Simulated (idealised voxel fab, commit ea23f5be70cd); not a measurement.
voxel local oxidation: a process module
Cross-section cut spans 250 nm and uses square cells 5 nm in size.
Bands, listed from the top down, are how a cross-section gets written in this document; the cross-section itself is a grid of square cells, and a band is one or more rows of them.
In this notation a band is specified by the heights of its top and bottom, in that order and in nm, after which its materials appear from left to right, each paired with its width in nm. The word "throughout" attached to a single material means that material fills the band from edge to edge; the word "blank" stands for empty space.
Basically, 0 is our baseline, since under it the wafer straight out of the box is all one material. The bottom band has no lower end and keeps on going down, so it looks like "top 0, no bottom".
Width spec "30 to 40" -> top row of cells at first value, bottom row at second value, equal per-row change in between.
For the purposes of this document, the phrase "remained unchanged" attached to a step denotes that no cell within the cross-section was modified by that step.
For the entry "Voids, fully enclosed", the listed items are empty spaces with no open way to the top whose size is 8 cells or more; each item follows the pattern width x height at distance, where distance is from the left edge and all three are in nm.
The remark found on a step's line after its settings is issued by the simulator itself and pertains to that step.
For masked steps, "overlay nm" on the step line gives how far right of plan the mask actually lay; a minus sign means it lay to the left.

-- Intended process steps
1. RECEIVE with material Si
2. OXIDIZE with depth nm 5
3. CONFORMAL_DEP with material SiN, thk nm 10
4. PATTERN with tone cover, mask id ACTIVE, material resist, width nm 120, thk nm 15, overlay nm 0
5. DIRECTIONAL_ETCH with etch materials SiN, depth nm 10
6. STRIP with etch materials resist
7. SELECTIVE_ETCH with etch materials SiO2, depth nm 5
8. OXIDIZE with depth nm 15
9. STRIP with etch materials SiN

-- Of two wafers, the first: run according to plan

-- as received, after step 1
- top 0, no bottom = Si throughout
- Voids, fully enclosed: none

-- Once step 2 is through, the wafer looks like this in cross-section
- top 0, bottom -5 = SiO2 throughout
- Lower than -5, everything is as it was.

-- Once step 3 is through, the wafer looks like this in cross-section
- top 10, bottom 0 = SiN throughout
- Lower than 0, everything is as it was.

-- Once step 4 is through, the wafer looks like this in cross-section
- top 25, bottom 10 = blank (65)  resist (120)  blank (65)
- Lower than 10, everything is as it was.

-- Once step 5 is through, the wafer looks like this in cross-section
- top 25, bottom 10 = blank (65)  resist (120)  blank (65)
- top 10, bottom 0 = blank (65)  SiN (120)  blank (65)
- Lower than 0, everything is as it was.

-- Once step 6 is through, the wafer looks like this in cross-section
- top 10, bottom 0 = blank (65)  SiN (120)  blank (65)
- Lower than 0, everything is as it was.

-- Once step 7 is through, the wafer looks like this in cross-section
- top 10, bottom 0 = blank (65)  SiN (120)  blank (65)
- top 0, bottom -5 = blank (70)  SiO2 (110)  blank (70)
- Lower than -5, everything is as it was.

-- Once step 8 is through, the wafer looks like this in cross-section
- top 10, bottom 0 = blank (65)  SiN (120)  blank (65)
- top 0, bottom -5 = blank (70)  SiO2 (110)  blank (70)
- top -5, bottom -20 = SiO2 (85)  Si (80)  SiO2 (85)
- Lower than -20, everything is as it was.

-- Once step 9 is through, the wafer looks like this in cross-section
- top 0, bottom -5 = blank (70)  SiO2 (110)  blank (70)
- Lower than -5, everything is as it was.

-- Second wafer, same starting conditions and recipe as the first, one mistake in executing it, nothing differs from the first up to and including step 7

-- Second wafer, cross-section, planned end of step 8
- top 0, bottom -5 = blank (70)  SiO2 (110)  blank (70)
- Lower than -5, everything is as it was.

-- Second wafer, cross-section, planned end of step 9
- top 0, bottom -5 = blank (70)  SiO2 (110)  blank (70)
- top -5, bottom -20 = SiO2 (85)  Si (80)  SiO2 (85)
- Lower than -20, everything is as it was.
Diagnosis: it was found that steps 8 and 9 of the process plan had been performed in exchanged positions
Same final cross-section on the two wafers, so the model's numbers don't move because of the mistake.
